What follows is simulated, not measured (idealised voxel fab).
Title: Process Module voxel ribs on slabs
In the cross-section labelled cut, the width is 280 nm and each square cell is 5 nm.
The cross-sections in this document take the form of a grid made of square cells. They are written out as bands, in order from top to bottom. Each band consists of one or more rows of cells. A band entry consists of two parts. The first gives the height of the band's top and the height of its bottom, in nm. The rest lists the band's materials from left to right, each with its width in nm. A single material labelled with the word "everywhere" fills the band from edge to edge, and the word "air" marks empty space. For the purposes of this specification, 0 denotes the height below which the wafer in its as-received condition is composed wholly of one material, and the lowermost band, lacking a lower limit, extends downward without end, as expressed in "top 0, no bottom". A width given as "30..40" starts at the first number in the band's top row and ends at the second number in its bottom row, shifting by an equal amount at every step from row to row. Where the words "stayed the same" appear for a step, the cross-section shows no cell changed by that step; every cell remained as before. In the "Voids, sealed" entry, you get each enclosed empty space of 8 cells or more, one with no open way to the top, written width x height at distance, distance from the left edge, in nm. Heads up: the bit after the settings on a step's line is the simulator's remark on that step. "overlay nm", when on a step's line for a step with a mask, measures how far to the right of its planned place the mask lay; a negative measure means to the left.

### The steps planned for the process are as follows
1,RECEIVE | material Si
2,DIRECTIONAL_DEP | material SiO2 | thk nm 30
3,DIRECTIONAL_DEP | material polySi | thk nm 20
4,DIRECTIONAL_DEP | material aC | thk nm 15
5,PATTERN | tone cover | mask id RIB | material resist | width nm 30 | thk nm 30 | overlay nm 0
6,DIRECTIONAL_ETCH | etch materials aC | depth nm 15
7,STRIP | etch materials resist
8,DIRECTIONAL_ETCH | etch materials polySi | depth nm 15
9,STRIP | etch materials aC
10,DIRECTIONAL_DEP | material aC | thk nm 15
11,PATTERN | tone cover | mask id SLAB | material resist | width nm 70 | thk nm 30 | overlay nm 0
12,DIRECTIONAL_ETCH | etch materials aC | depth nm 15
13,STRIP | etch materials resist
14,DIRECTIONAL_ETCH | etch materials polySi | depth nm 5
15,STRIP | etch materials aC
16,FILL_DEP | material SiO2 | thk nm 30
17,CMP | height nm 70
18,DIRECTIONAL_DEP | material TiN | thk nm 10
19,DIRECTIONAL_DEP | material aC | thk nm 15
20,PATTERN | tone cover | mask id HEATER | material resist | width nm 40 | thk nm 35 | overlay nm 0
21,DIRECTIONAL_ETCH | etch materials aC | depth nm 15
22,STRIP | etch materials resist
23,DIRECTIONAL_ETCH | etch materials TiN | depth nm 10
24,STRIP | etch materials aC
25,CONFORMAL_DEP | material SiO2 | thk nm 5

### Incoming wafer, cross-sectional view, post step 1
top 0, no bottom | Si everywhere
Voids, sealed: none

### One mistake in running the module, otherwise start and plan as above: cross-section at the end
top 85, bottom 80 | 115 air / 50 SiO2 / 115 air
top 80, bottom 75 | 115 air / 5 SiO2 / 40 TiN / 5 SiO2 / 115 air
top 75, bottom 70 | 120 SiO2 / 40 TiN / 120 SiO2
top 70, bottom 50 | SiO2 everywhere
top 50, bottom 45 | 105 SiO2 / 20 polySi / 30 SiO2 / 20 polySi / 105 SiO2
top 45, bottom 35 | 125 polySi / 30 SiO2 / 125 polySi
top 35, bottom 30 | polySi everywhere
top 30, bottom 0 | SiO2 everywhere
top 0, no bottom | Si everywhere
Voids, sealed: none
The mistake made against the process plan was this: step 5: run off-plan, actual operation and settings PATTERN | tone open | mask id RIB | material resist | width nm 30 | thk nm 30 | overlay nm 0
